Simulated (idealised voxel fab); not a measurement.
Documented hereafter: the process module known as voxel fin reveal.
The width of the displayed cross-section, cut, is 255 nm; its cells are square, with a size of 5 nm.
Cross-section, as written here: a square-cell grid given band by band from the top down, where a band holds one or more rows of cells.
Read a band's entry like this: the first values are the height of its top and the height of its bottom in nm, and what follows is the sequence of materials from left to right, each with its width in nm. Note that "blank" is empty space, and that a single material marked "edge to edge" reaches across the band from edge to edge.
Beneath 0, the wafer as received is one material, and that level is where height counting begins. The lowest band goes on downward without a bottom; it is written like "0 and below".
The notation "30->40" denotes a width that varies across the rows of cells in the band, beginning at the first number in the top row, finishing at the second number in the bottom row, and changing by an identical amount from each row to the next.
Reading "no modifications" for a step: not a cell of the cross-section changed in it.
Entry "Entrapped voids". Content: empty spaces with no open connection to the top, size 8 cells or greater. Each: width x height at distance. Distance: from left edge. Unit: nm.
What comes after the settings on a step's line is commentary from the simulator itself on that step.
A step's line can hold "overlay nm"; with a mask on that step, the setting says how far right of the planned place the mask lay, while a negative setting says it lay to the left.

[The planned process steps are enumerated hereunder]
| 1 | RECEIVE: material Si |
| 2 | CONFORMAL_DEP: material SiN, thk nm 5 |
| 3 | DIRECTIONAL_DEP: material aC, thk nm 10 |
| 4 | PATTERN: tone cover, mask id FINS, material resist, width nm 15, pitch nm 35, thk nm 25, overlay nm 0 |
| 5 | DIRECTIONAL_ETCH: etch materials aC, depth nm 10 |
| 6 | STRIP: etch materials resist |
| 7 | DIRECTIONAL_ETCH: etch materials SiN, depth nm 5 |
| 8 | DIRECTIONAL_ETCH: etch materials Si, depth nm 30 |
| 9 | STRIP: etch materials aC |
| 10 | FILL_DEP: material SiO2, thk nm 15 |
| 11 | CMP: height nm 5 |
| 12 | SELECTIVE_ETCH: etch materials SiO2, depth nm 15 |
| 13 | STRIP: etch materials SiN |
| 14 | CONFORMAL_DEP: material HfO2, thk nm 5 |

[Incoming wafer, cross-sectional view, post step 1]
    0 and below  Si edge to edge
    Entrapped voids: none

[Look at the cross-section after the module: the wafer started out the way shown above and the plan was the one shown above, yet one mistake was made along the way]
    5 down to 0  blank 80, HfO2 30, blank 5, HfO2 30, blank 5, HfO2 30, blank 75
    0 down to -5  blank 80, HfO2 5, Si 20, HfO2 5, blank 5, HfO2 5, Si 20, HfO2 5, blank 5, HfO2 5, Si 20, HfO2 5, blank 75
    -5 down to -10  HfO2 85, Si 20, HfO2 15, Si 20, HfO2 15, Si 20, HfO2 80
    -10 down to -30  SiO2 85, Si 20, SiO2 15, Si 20, SiO2 15, Si 20, SiO2 80
    -30 and below  Si edge to edge
    Entrapped voids: none
What went wrong in running the wafer? step 4 deviated from plan and actually ran as PATTERN: tone cover, mask id FINS, material resist, width nm 20, pitch nm 35, thk nm 25, overlay nm 0
